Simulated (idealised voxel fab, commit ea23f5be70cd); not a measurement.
process module | voxel fin reveal
cross-section cut | 215 nm wide | cells 5 nm
A cross-section is a grid of square cells, given in bands from the top down. A band is one or more rows of cells.
Each band's line starts with the height of the band's top and of its bottom, in nm. Then come its materials from left to right, each with its width in nm. One material with "throughout" fills the band from edge to edge. "air" is empty space.
Height 0 is the level under which the wafer as received is all one material. The lowest band goes on downwards, as in "0 down".
A width such as "30 to 40" changes by the same amount from each row of cells to the next, from the band's top row to its bottom row.
"no change" after a step means that no cell of the cross-section changed.
closed voids: empty space of 8 cells or more with no open way to the top, each as width x height at its distance from the left edge, in nm
after a step's settings: what the simulator itself notes on the step
overlay nm, on a step with a mask: how far to the right of its planned place the mask lay; to the left if negative
Each pair below shows a cross-section before one step and the cross-section after it, down to the lowest band that changed. The line under each pair gives the step between them, with its settings. The pairs can come from different runs of this module on the same starting wafer, so a pair continues from the pair above only where its "before" says so.
before
  0 down: Si throughout
  closed voids: none
after
  10 to 0: SiN throughout
  below 0: unchanged
  closed voids: none
the step between: op CONFORMAL_DEP | material SiN | thk nm 10
before: the cross-section after the pair above
after
  10 to 0: air 80 | SiN 15 | air 20 | SiN 15 | air 85
  below 0: unchanged
  closed voids: none
the step between: op MASKED_ETCH | tone cover | mask id FINS | width nm 15 | pitch nm 35 | etch materials SiN | depth nm 10 | overlay nm 0
before: the cross-section after the pair above
after
  10 to 0: air 80 | SiN 15 | air 20 | SiN 15 | air 85
  0 to -35: air 80 | Si 15 | air 20 | Si 15 | air 85
  below -35: unchanged
  closed voids: none
the step between: op MASKED_ETCH | tone cover | mask id FINS | width nm 15 | pitch nm 35 | etch materials Si | depth nm 35 | overlay nm 0
before: the cross-section after the pair above
after
  20 to 10: SiO2 throughout
  10 to 0: SiO2 80 | SiN 15 | SiO2 20 | SiN 15 | SiO2 85
  0 to -35: SiO2 80 | Si 15 | SiO2 20 | Si 15 | SiO2 85
  below -35: unchanged
  closed voids: none
the step between: op FILL_DEP | material SiO2 | thk nm 10
before: the cross-section after the pair above
after
  10 to 0: SiO2 80 | SiN 15 | SiO2 20 | SiN 15 | SiO2 85
  below 0: unchanged
  closed voids: none
the step between: op CMP | height nm 10
before: the cross-section after the pair above
after
  10 to 0: air 80 | SiN 15 | air 20 | SiN 15 | air 85
  0 to -10: air 80 | Si 15 | air 20 | Si 15 | air 85
  below -10: unchanged
  closed voids: none
the step between: op SELECTIVE_ETCH | etch materials SiO2 | depth nm 20
before: the cross-section after the pair above
after
  0 to -10: air 80 | Si 15 | air 20 | Si 15 | air 85
  below -10: unchanged
  closed voids: none
the step between: op STRIP | etch materials SiN
before: the cross-section after the pair above
after
  5 to 0: air 75 | SiO2 25 | air 10 | SiO2 25 | air 80
  0 to -5: air 75 | SiO2 5 | Si 15 | SiO2 5 | air 10 | SiO2 5 | Si 15 | SiO2 5 | air 80
  -5 to -35: SiO2 80 | Si 15 | SiO2 20 | Si 15 | SiO2 85
  below -35: unchanged
  closed voids: none
the step between: op CONFORMAL_DEP | material SiO2 | thk nm 5
before
  10 to 0: air 80 | SiN 15 | air 20 | SiN 15 | air 85
  0 to -35: air 80 | Si 15 | air 20 | Si 15 | air 85
  -35 down: Si throughout
  closed voids: none
after
  10 to 0: air 80 | SiN 15 | air 20 | SiN 15 | air 85
  0 to -70: air 80 | Si 15 | air 20 | Si 15 | air 85
  below -70: unchanged
  closed voids: none
the step between: op MASKED_ETCH | tone cover | mask id FINS | width nm 15 | pitch nm 35 | etch materials Si | depth nm 35 | overlay nm 0
before: the cross-section after the pair above
after
  20 to 10: SiO2 throughout
  10 to 0: SiO2 80 | SiN 15 | SiO2 20 | SiN 15 | SiO2 85
  0 to -70: SiO2 80 | Si 15 | SiO2 20 | Si 15 | SiO2 85
  below -70: unchanged
  closed voids: none
the step between: op FILL_DEP | material SiO2 | thk nm 10
before: the cross-section after the pair above
after
  10 to 0: SiO2 80 | SiN 15 | SiO2 20 | SiN 15 | SiO2 85
  below 0: unchanged
  closed voids: none
the step between: op CMP | height nm 10
before: the cross-section after the pair above
after
  10 to 0: air 80 | SiN 15 | air 20 | SiN 15 | air 85
  0 to -10: air 80 | Si 15 | air 20 | Si 15 | air 85
  below -10: unchanged
  closed voids: none
the step between: op SELECTIVE_ETCH | etch materials SiO2 | depth nm 20
before: the cross-section after the pair above
after
  0 to -10: air 80 | Si 15 | air 20 | Si 15 | air 85
  below -10: unchanged
  closed voids: none
the step between: op STRIP | etch materials SiN
before: the cross-section after the pair above
after
  5 to 0: air 75 | SiO2 25 | air 10 | SiO2 25 | air 80
  0 to -5: air 75 | SiO2 5 | Si 15 | SiO2 5 | air 10 | SiO2 5 | Si 15 | SiO2 5 | air 80
  -5 to -70: SiO2 80 | Si 15 | SiO2 20 | Si 15 | SiO2 85
  below -70: unchanged
  closed voids: none
the step between: op CONFORMAL_DEP | material SiO2 | thk nm 5
before
  10 to 0: SiO2 80 | SiN 15 | SiO2 20 | SiN 15 | SiO2 85
  0 to -35: SiO2 80 | Si 15 | SiO2 20 | Si 15 | SiO2 85
  -35 down: Si throughout
  closed voids: none
after
  10 to 0: SiO2 80 | air 15 | SiO2 20 | air 15 | SiO2 85
  below 0: unchanged
  closed voids: none
the step between: op STRIP | etch materials SiN
before: the cross-section after the pair above
after
  0 to -10: air 80 | Si 15 | air 20 | Si 15 | air 85
  -10 to -20: SiO2 60 | air 20 | Si 15 | air 20 | Si 15 | air 20 | SiO2 65
  below -20: unchanged
  closed voids: none
the step between: op SELECTIVE_ETCH | etch materials SiO2 | depth nm 20
before: the cross-section after the pair above
after
  5 to 0: air 75 | SiO2 25 | air 10 | SiO2 25 | air 80
  0 to -5: air 75 | SiO2 5 | Si 15 | SiO2 5 | air 10 | SiO2 5 | Si 15 | SiO2 5 | air 80
  -5 to -15: SiO2 65 | air 10 | SiO2 5 | Si 15 | SiO2 5 | air 10 | SiO2 5 | Si 15 | SiO2 5 | air 10 | SiO2 70
  -15 to -35: SiO2 80 | Si 15 | SiO2 20 | Si 15 | SiO2 85
  below -35: unchanged
  closed voids: none
the step between: op CONFORMAL_DEP | material SiO2 | thk nm 5
before
  10 to 0: air 80 | SiN 15 | air 20 | SiN 15 | air 85
  0 down: Si throughout
  closed voids: none
after
  10 to 0: air 80 | SiN 15 | air 20 | SiN 15 | air 85
  0 to -45: air 80 | Si 15 | air 20 | Si 15 | air 85
  below -45: unchanged
  closed voids: none
the step between: op MASKED_ETCH | tone cover | mask id FINS | width nm 15 | pitch nm 35 | etch materials Si | depth nm 45 | overlay nm 0
before: the cross-section after the pair above
after
  20 to 10: SiO2 throughout
  10 to 0: SiO2 80 | SiN 15 | SiO2 20 | SiN 15 | SiO2 85
  0 to -45: SiO2 80 | Si 15 | SiO2 20 | Si 15 | SiO2 85
  below -45: unchanged
  closed voids: none
the step between: op FILL_DEP | material SiO2 | thk nm 10
before: the cross-section after the pair above
after
  10 to 0: SiO2 80 | SiN 15 | SiO2 20 | SiN 15 | SiO2 85
  below 0: unchanged
  closed voids: none
the step between: op CMP | height nm 10
before: the cross-section after the pair above
after
  10 to 0: air 80 | SiN 15 | air 20 | SiN 15 | air 85
  0 to -10: air 80 | Si 15 | air 20 | Si 15 | air 85
  below -10: unchanged
  closed voids: none
the step between: op SELECTIVE_ETCH | etch materials SiO2 | depth nm 20
before: the cross-section after the pair above
after
  0 to -10: air 80 | Si 15 | air 20 | Si 15 | air 85
  below -10: unchanged
  closed voids: none
the step between: op STRIP | etch materials SiN
before: the cross-section after the pair above
after
  5 to 0: air 75 | SiO2 25 | air 10 | SiO2 25 | air 80
  0 to -5: air 75 | SiO2 5 | Si 15 | SiO2 5 | air 10 | SiO2 5 | Si 15 | SiO2 5 | air 80
  -5 to -45: SiO2 80 | Si 15 | SiO2 20 | Si 15 | SiO2 85
  below -45: unchanged
  closed voids: none
the step between: op CONFORMAL_DEP | material SiO2 | thk nm 5
before
  0 to -10: air 80 | Si 15 | air 20 | Si 15 | air 85
  -10 to -35: SiO2 80 | Si 15 | SiO2 20 | Si 15 | SiO2 85
  -35 down: Si throughout
  closed voids: none
after
  5 to 0: air 75 | SiN 25 | air 10 | SiN 25 | air 80
  0 to -5: air 75 | SiN 5 | Si 15 | SiN 5 | air 10 | SiN 5 | Si 15 | SiN 5 | air 80
  -5 to -10: SiN 80 | Si 15 | SiN 20 | Si 15 | SiN 85
  below -10: unchanged
  closed voids: none
the step between: op CONFORMAL_DEP | material SiN | thk nm 5
